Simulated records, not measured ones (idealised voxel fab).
The document below concerns the process module designated voxel capacitor over wiring.
The width of the displayed cross-section, cut, is 235 nm; its cells are square, with a size of 5 nm.
Reading order for cross-sections: top band down to bottom band. Underlying form: a grid of square cells. Band size: one or more rows of cells. Each band's line starts with the height of the band's top and of its bottom, in nm. Then come its materials from left to right, each with its width in nm. One material with "all across" fills the band from edge to edge. "air" is empty space. Height is counted from the level 0, under which the received wafer is composed throughout of one material. The lowest of the bands is not closed at the bottom but continues downward, in the notation "z 0 and below". The notation "30->40" denotes a width that varies across the rows of cells in the band, beginning at the first number in the top row, finishing at the second number in the bottom row, and changing by an identical amount from each row to the next. Where the words "no alteration" appear for a step, the cross-section shows no cell changed by that step; every cell remained as before. Closed voids list: empty space of 8 cells or more with no open way to the top, each as width x height at its distance from the left edge, in nm. Step line, after settings: the simulator's comment on this step. "overlay nm" on a masked step: distance the mask lay right of its planned place, negative for left.

-- Process steps - plan
1. RECEIVE [material Si]
2. CONFORMAL_DEP [material SiO2] [thk nm 10]
3. CONFORMAL_DEP [material SiCN] [thk nm 5]
4. DIRECTIONAL_DEP [material lowk] [thk nm 15]
5. MASKED_ETCH [tone open] [mask id METAL_1] [width nm 25] [pitch nm 90] [etch materials lowk] [depth nm 15] [overlay nm 0]
6. MASKED_ETCH [tone open] [mask id METAL_1] [width nm 25] [pitch nm 90] [etch materials SiCN] [depth nm 5] [overlay nm 0]
7. CONFORMAL_DEP [material TiN] [thk nm 5]
8. FILL_DEP [material Ru] [thk nm 5]
9. CMP [height nm 30]
10. CONFORMAL_DEP [material SiCN] [thk nm 5]
11. DIRECTIONAL_DEP [material SiO2] [thk nm 10]
12. DIRECTIONAL_DEP [material aC] [thk nm 10]
13. PATTERN [tone open] [mask id PLUG_1] [material resist] [width nm 15] [thk nm 25] [overlay nm 0]
14. DIRECTIONAL_ETCH [etch materials aC] [depth nm 10]
15. STRIP [etch materials resist]
16. DIRECTIONAL_ETCH [etch materials SiO2] [depth nm 10]
17. DIRECTIONAL_ETCH [etch materials SiCN] [depth nm 5]
18. STRIP [etch materials aC]
19. EPI [material Ru] [thk nm 10]
20. EPI [material Ru] [thk nm 5]
21. DIRECTIONAL_DEP [material TiN] [thk nm 10]
22. DIRECTIONAL_DEP [material Al2O3] [thk nm 5]
23. DIRECTIONAL_DEP [material TiN] [thk nm 5]
24. MASKED_ETCH [tone cover] [mask id UPPER_PLATE] [width nm 70] [etch materials TiN] [depth nm 5] [overlay nm 0]
25. MASKED_ETCH [tone cover] [mask id UPPER_PLATE] [width nm 70] [etch materials Al2O3] [depth nm 5] [overlay nm 0]
26. MASKED_ETCH [tone cover] [mask id LOWER_PLATE] [width nm 80] [etch materials TiN] [depth nm 10] [overlay nm 0]
27. FILL_DEP [material SiO2] [thk nm 20]
28. CMP [height nm 80]
29. MASKED_ETCH [tone open] [mask id PLUG_2] [width nm 15] [etch materials SiO2] [depth nm 15] [overlay nm 0]
30. CONFORMAL_DEP [material TiN] [thk nm 5]
31. FILL_DEP [material W] [thk nm 10]
32. CMP [height nm 80]
33. CONFORMAL_DEP [material SiN] [thk nm 5]

-- First of two wafers, with the run carried out as planned

-- The cross-section here shows the wafer as received, i.e. in its state after step 1
* z 0 and below: Si all across
* Closed voids list: none

-- after step 2
* z 10 to 0: SiO2 all across
* At heights below 0, the structure remains unaltered.

-- after step 3
* z 15 to 10: SiCN all across
* At heights below 10, the structure remains unaltered.

-- after step 4
* z 30 to 15: lowk all across
* At heights below 15, the structure remains unaltered.

-- after step 5
* z 30 to 15: lowk: 60, air: 25, lowk: 65, air: 25, lowk: 60
* At heights below 15, the structure remains unaltered.

-- after step 6
* z 30 to 15: lowk: 60, air: 25, lowk: 65, air: 25, lowk: 60
* z 15 to 10: SiCN: 60, air: 25, SiCN: 65, air: 25, SiCN: 60
* At heights below 10, the structure remains unaltered.

-- after step 7
* z 35 to 30: TiN: 65, air: 15, TiN: 75, air: 15, TiN: 65
* z 30 to 15: lowk: 60, TiN: 5, air: 15, TiN: 5, lowk: 65, TiN: 5, air: 15, TiN: 5, lowk: 60
* z 15 to 10: SiCN: 60, TiN: 25, SiCN: 65, TiN: 25, SiCN: 60
* At heights below 10, the structure remains unaltered.

-- after step 8
* z 40 to 35: Ru all across
* z 35 to 30: TiN: 65, Ru: 15, TiN: 75, Ru: 15, TiN: 65
* z 30 to 15: lowk: 60, TiN: 5, Ru: 15, TiN: 5, lowk: 65, TiN: 5, Ru: 15, TiN: 5, lowk: 60
* At heights below 15, the structure remains unaltered.

-- after step 9
* z 30 to 15: lowk: 60, TiN: 5, Ru: 15, TiN: 5, lowk: 65, TiN: 5, Ru: 15, TiN: 5, lowk: 60
* At heights below 15, the structure remains unaltered.

-- after step 10
* z 35 to 30: SiCN all across
* At heights below 30, the structure remains unaltered.

-- after step 11
* z 45 to 35: SiO2 all across
* At heights below 35, the structure remains unaltered.

-- after step 12
* z 55 to 45: aC all across
* At heights below 45, the structure remains unaltered.

-- after step 13
* z 80 to 55: resist: 70, air: 15, resist: 150
* At heights below 55, the structure remains unaltered.

-- after step 14
* z 70 to 55: resist: 70, air: 15, resist: 150
* z 55 to 45: aC: 70, air: 15, aC: 150
* At heights below 45, the structure remains unaltered.

-- after step 15
* z 55 to 45: aC: 70, air: 15, aC: 150
* At heights below 45, the structure remains unaltered.

-- after step 16
* z 55 to 45: aC: 70, air: 15, aC: 150
* z 45 to 35: SiO2: 70, air: 15, SiO2: 150
* At heights below 35, the structure remains unaltered.

-- after step 17
* z 55 to 45: aC: 70, air: 15, aC: 150
* z 45 to 35: SiO2: 70, air: 15, SiO2: 150
* z 35 to 30: SiCN: 70, air: 15, SiCN: 150
* At heights below 30, the structure remains unaltered.

-- after step 18
* z 45 to 35: SiO2: 70, air: 15, SiO2: 150
* At heights below 35, the structure remains unaltered.

-- after step 19
* z 45 to 40: SiO2: 70, air: 15, SiO2: 150
* z 40 to 35: SiO2: 70, Ru: 15, SiO2: 150
* z 35 to 30: SiCN: 70, Ru: 15, SiCN: 150
* At heights below 30, the structure remains unaltered.

-- after step 20
* z 45 to 35: SiO2: 70, Ru: 15, SiO2: 150
* At heights below 35, the structure remains unaltered.

-- after step 21
* z 55 to 45: TiN all across
* At heights below 45, the structure remains unaltered.

-- after step 22
* z 60 to 55: Al2O3 all across
* At heights below 55, the structure remains unaltered.

-- after step 23
* z 65 to 60: TiN all across
* At heights below 60, the structure remains unaltered.

-- after step 24
* z 65 to 60: air: 70, TiN: 70, air: 95
* At heights below 60, the structure remains unaltered.

-- after step 25
* z 65 to 60: air: 70, TiN: 70, air: 95
* z 60 to 55: air: 70, Al2O3: 70, air: 95
* At heights below 55, the structure remains unaltered.

-- after step 26
* z 65 to 60: air: 70, TiN: 70, air: 95
* z 60 to 55: air: 70, Al2O3: 70, air: 95
* z 55 to 45: air: 65, TiN: 80, air: 90
* At heights below 45, the structure remains unaltered.

-- after step 27
* z 85 to 65: SiO2 all across
* z 65 to 60: SiO2: 70, TiN: 70, SiO2: 95
* z 60 to 55: SiO2: 70, Al2O3: 70, SiO2: 95
* z 55 to 45: SiO2: 65, TiN: 80, SiO2: 90
* At heights below 45, the structure remains unaltered.

-- after step 28
* z 80 to 65: SiO2 all across
* At heights below 65, the structure remains unaltered.

-- after step 29
* z 80 to 65: SiO2: 80, air: 15, SiO2: 140
* At heights below 65, the structure remains unaltered.

-- after step 30
* z 85 to 80: TiN: 85, air: 5, TiN: 145
* z 80 to 70: SiO2: 80, TiN: 5, air: 5, TiN: 5, SiO2: 140
* z 70 to 60: SiO2: 80->70, TiN: 15->70, SiO2: 140->95
* At heights below 60, the structure remains unaltered.

-- after step 31
* z 95 to 85: W all across
* z 85 to 80: TiN: 85, W: 5, TiN: 145
* z 80 to 70: SiO2: 80, TiN: 5, W: 5, TiN: 5, SiO2: 140
* At heights below 70, the structure remains unaltered.

-- after step 32
* z 80 to 70: SiO2: 80, TiN: 5, W: 5, TiN: 5, SiO2: 140
* At heights below 70, the structure remains unaltered.

-- after step 33
* z 85 to 80: SiN all across
* At heights below 80, the structure remains unaltered.

-- Wafer two of two - same starting point, same process plan, one mistake in execution; matches wafer one up to and including step 18

Cross-sectional view of the second wafer at the intended end time of process step 19: no alteration

-- Cross-sectional view of the second wafer at the intended end time of process step 20
* z 45 to 35: SiO2: 70, air: 15, SiO2: 150
* z 35 to 30: SiCN: 70, Ru: 15, SiCN: 150
* At heights below 30, the structure remains unaltered.

-- Cross-sectional view of the second wafer at the intended end time of process step 21
* z 55 to 45: TiN: 70, air: 15, TiN: 150
* z 45 to 35: SiO2: 70, TiN: 15, SiO2: 150
* At heights below 35, the structure remains unaltered.

-- Cross-sectional view of the second wafer at the intended end time of process step 22
* z 60 to 55: Al2O3: 70, air: 15, Al2O3: 150
* z 55 to 50: TiN: 70, air: 15, TiN: 150
* z 50 to 45: TiN: 70, Al2O3: 15, TiN: 150
* At heights below 45, the structure remains unaltered.

-- Cross-sectional view of the second wafer at the intended end time of process step 23
* z 65 to 60: TiN: 70, air: 15, TiN: 150
* z 60 to 55: Al2O3: 70, air: 15, Al2O3: 150
* z 55 to 50: TiN all across
* At heights below 50, the structure remains unaltered.

-- Cross-sectional view of the second wafer at the intended end time of process step 24
* z 65 to 60: air: 85, TiN: 55, air: 95
* At heights below 60, the structure remains unaltered.

-- Cross-sectional view of the second wafer at the intended end time of process step 25
* z 65 to 60: air: 85, TiN: 55, air: 95
* z 60 to 55: air: 85, Al2O3: 55, air: 95
* At heights below 55, the structure remains unaltered.

-- Cross-sectional view of the second wafer at the intended end time of process step 26
* z 65 to 60: air: 85, TiN: 55, air: 95
* z 60 to 55: air: 85, Al2O3: 55, air: 95
* z 55 to 50: air: 65, TiN: 80, air: 90
* z 50 to 45: air: 65, TiN: 5, Al2O3: 15, TiN: 60, air: 90
* At heights below 45, the structure remains unaltered.

-- Cross-sectional view of the second wafer at the intended end time of process step 27
* z 85 to 65: SiO2 all across
* z 65 to 60: SiO2: 85, TiN: 55, SiO2: 95
* z 60 to 55: SiO2: 85, Al2O3: 55, SiO2: 95
* z 55 to 50: SiO2: 65, TiN: 80, SiO2: 90
* z 50 to 45: SiO2: 65, TiN: 5, Al2O3: 15, TiN: 60, SiO2: 90
* At heights below 45, the structure remains unaltered.

-- Cross-sectional view of the second wafer at the intended end time of process step 28
* z 80 to 65: SiO2 all across
* At heights below 65, the structure remains unaltered.

-- Cross-sectional view of the second wafer at the intended end time of process step 29
* z 80 to 65: SiO2: 80, air: 15, SiO2: 140
* At heights below 65, the structure remains unaltered.

-- Cross-sectional view of the second wafer at the intended end time of process step 30
* z 85 to 80: TiN: 85, air: 5, TiN: 145
* z 80 to 70: SiO2: 80, TiN: 5, air: 5, TiN: 5, SiO2: 140
* z 70 to 60: SiO2: 80->85, TiN: 15->55, SiO2: 140->95
* At heights below 60, the structure remains unaltered.

-- Cross-sectional view of the second wafer at the intended end time of process step 31
* z 95 to 85: W all across
* z 85 to 80: TiN: 85, W: 5, TiN: 145
* z 80 to 70: SiO2: 80, TiN: 5, W: 5, TiN: 5, SiO2: 140
* At heights below 70, the structure remains unaltered.

-- Cross-sectional view of the second wafer at the intended end time of process step 32
* z 80 to 70: SiO2: 80, TiN: 5, W: 5, TiN: 5, SiO2: 140
* At heights below 70, the structure remains unaltered.

-- Cross-sectional view of the second wafer at the intended end time of process step 33
* z 85 to 80: SiN all across
* At heights below 80, the structure remains unaltered.
So what did we get wrong on this run? execution of step 19 of the plan did not take place, the step having been omitted
Wafer comparison, final, in cells, second relative to first, materials more or fewer: Ru: 6 fewer | SiO2: 6 more
